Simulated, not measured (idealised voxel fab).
process module | voxel gate over fins
Shown is cross-section cut, with a width of 235 nm and square cells of size 5 nm.
For the purposes of this document, a cross-section shall be understood as a grid of square cells, specified as bands listed in top-to-bottom order, each band consisting of one or more rows of cells.
The band entry comprises the height of the band's top followed by the height of its bottom, expressed in nm, and subsequently the band's materials from left to right, each stated together with its width in nm. Where a single material is marked with the word "full width", that material fills the band from edge to edge. The word "empty" represents empty space.
Height reference: 0 = level under which incoming wafer is all one material. Lowest band: no bottom, runs on downward, e.g. "from 0 down".
A two-number width, for instance "30 to 40", indicates that the width is equal to the first number in the top row of the band and to the second number in the bottom row, and that it changes by a constant amount per row of cells.
The designation "nothing got changed", where it is given for a processing step, indicates that no cell of the cross-section was altered in the course of that step.
"Closed void table" specifies each empty space that is not open to the top and that occupies no fewer than 8 cells, using the form width x height at distance, the distance measured from the left edge and all three quantities in nm.
It should be noted that, on the line of a given step, the content following the step's settings is a remark produced by the simulator itself with respect to that step.
overlay nm: mask offset rightward from planned place, masked step; negative means leftward offset.

### Process steps foreseen in the plan
1) RECEIVE (material Si)
2) CONFORMAL_DEP (material SiN; thk nm 10)
3) PATTERN (tone cover; mask id FINS; material resist; width nm 15; pitch nm 55; thk nm 15; overlay nm 0)
4) DIRECTIONAL_ETCH (etch materials SiN; depth nm 10)
5) DIRECTIONAL_ETCH (etch materials Si; depth nm 40)
6) STRIP (etch materials resist)
7) OXIDIZE (depth nm 5)
8) FILL_DEP (material SiO2; thk nm 5)
9) CMP (height nm 10)
10) DIRECTIONAL_DEP (material aC; thk nm 15)
11) PATTERN (tone open; mask id RAIL; material resist; width nm 15; thk nm 30; overlay nm 0)
12) DIRECTIONAL_ETCH (etch materials aC; depth nm 15)
13) STRIP (etch materials resist)
14) DIRECTIONAL_ETCH (etch materials SiO2; depth nm 45)
15) STRIP (etch materials aC)
16) CONFORMAL_DEP (material TiN; thk nm 5)
17) FILL_DEP (material Ru; thk nm 10)
18) CMP (height nm 10)
19) SELECTIVE_ETCH (etch materials W Ru TiN; depth nm 30)
20) FILL_DEP (material SiO2; thk nm 5)
21) CMP (height nm 10)
22) SELECTIVE_ETCH (etch materials SiO2; depth nm 25)
23) STRIP (etch materials SiN)
24) CONFORMAL_DEP (material HfO2; thk nm 5)
25) CONFORMAL_DEP (material TiN; thk nm 5)
26) FILL_DEP (material W; thk nm 10)
27) CMP (height nm 15)
28) CONFORMAL_DEP (material SiN; thk nm 10)

### Shown in cross-section is the wafer as received, that is, as it stands after step 1
    from 0 down: Si full width
    Closed void table: none

### End-of-module cross-section of the first of two wafers, processed as planned
    from 25 to 15: SiN full width
    from 15 to 10: W full width
    from 10 to 5: W: 50; TiN: 25; W: 30; TiN: 25; W: 30; TiN: 25; W: 50
    from 5 to 0: W: 50; TiN: 5; HfO2: 15; TiN: 5; W: 30; TiN: 5; HfO2: 15; TiN: 5; W: 30; TiN: 5; HfO2: 15; TiN: 5; W: 50
    from 0 to -5: W: 50; TiN: 5; HfO2: 5; Si: 5; HfO2: 5; TiN: 5; W: 30; TiN: 5; HfO2: 5; Si: 5; HfO2: 5; TiN: 5; W: 30; TiN: 5; HfO2: 5; Si: 5; HfO2: 5; TiN: 5; W: 50
    from -5 to -10: TiN: 55; HfO2: 5; Si: 5; HfO2: 5; TiN: 40; HfO2: 5; Si: 5; HfO2: 5; TiN: 40; HfO2: 5; Si: 5; HfO2: 5; TiN: 55
    from -10 to -15: HfO2: 60; Si: 5; HfO2: 50; Si: 5; HfO2: 50; Si: 5; HfO2: 60
    from -15 to -20: SiO2: 60; Si: 5; SiO2: 50; Si: 5; SiO2: 50; Si: 5; SiO2: 60
    from -20 to -30: SiO2: 60; Si: 5; SiO2: 15; TiN: 5; Ru: 5; TiN: 5; SiO2: 20; Si: 5; SiO2: 50; Si: 5; SiO2: 60
    from -30 to -35: SiO2: 60; Si: 5; SiO2: 15; TiN: 15; SiO2: 20; Si: 5; SiO2: 50; Si: 5; SiO2: 60
    from -35 to -45: SiO2: 60; Si: 5; SiO2: 50; Si: 5; SiO2: 50; Si: 5; SiO2: 60
    from -45 down: Si full width
    Closed void table: none

### Here's the second of our two wafers sectioned at module end. Same start as the first, same plan, but one mistake got made running it
    from 25 to 15: SiN full width
    from 15 to 10: W full width
    from 10 to 5: W: 50; TiN: 25; W: 30; TiN: 25; W: 30; TiN: 25; W: 50
    from 5 to 0: W: 50; TiN: 5; HfO2: 15; TiN: 5; W: 30; TiN: 5; HfO2: 15; TiN: 5; W: 30; TiN: 5; HfO2: 15; TiN: 5; W: 50
    from 0 to -10: W: 50; TiN: 5; HfO2: 5; Si: 5; HfO2: 5; TiN: 5; W: 30; TiN: 5; HfO2: 5; Si: 5; HfO2: 5; TiN: 5; W: 30; TiN: 5; HfO2: 5; Si: 5; HfO2: 5; TiN: 5; W: 50
    from -10 to -15: W: 50; TiN: 5; HfO2: 5; Si: 5; HfO2: 5; TiN: 40; HfO2: 5; Si: 5; HfO2: 5; TiN: 5; W: 30; TiN: 5; HfO2: 5; Si: 5; HfO2: 5; TiN: 5; W: 50
    from -15 to -20: W: 50; TiN: 5; HfO2: 5; Si: 5; HfO2: 5; TiN: 5; HfO2: 25; TiN: 10; HfO2: 5; Si: 5; HfO2: 5; TiN: 5; W: 30; TiN: 5; HfO2: 5; Si: 5; HfO2: 5; TiN: 5; W: 50
    from -20 to -30: W: 50; TiN: 5; HfO2: 5; Si: 5; HfO2: 5; TiN: 5; HfO2: 5; TiN: 5; Ru: 5; TiN: 5; HfO2: 5; TiN: 10; HfO2: 5; Si: 5; HfO2: 5; TiN: 5; W: 30; TiN: 5; HfO2: 5; Si: 5; HfO2: 5; TiN: 5; W: 50
    from -30 to -35: TiN: 55; HfO2: 5; Si: 5; HfO2: 5; TiN: 5; HfO2: 5; TiN: 15; HfO2: 5; TiN: 10; HfO2: 5; Si: 5; HfO2: 5; TiN: 40; HfO2: 5; Si: 5; HfO2: 5; TiN: 55
    from -35 to -40: HfO2: 60; Si: 5; HfO2: 20; SiO2: 5; HfO2: 25; Si: 5; HfO2: 50; Si: 5; HfO2: 60
    from -40 to -45: SiO2: 60; Si: 5; SiO2: 50; Si: 5; SiO2: 50; Si: 5; SiO2: 60
    from -45 down: Si full width
    Closed void table: none
Deviation from plan: it should be noted that step 22 of the plan was executed twice
The closing comparison, in cells, has the second wafer with more or fewer of some materials than the first: +40 HfO2, -210 SiO2, +34 TiN, +136 W
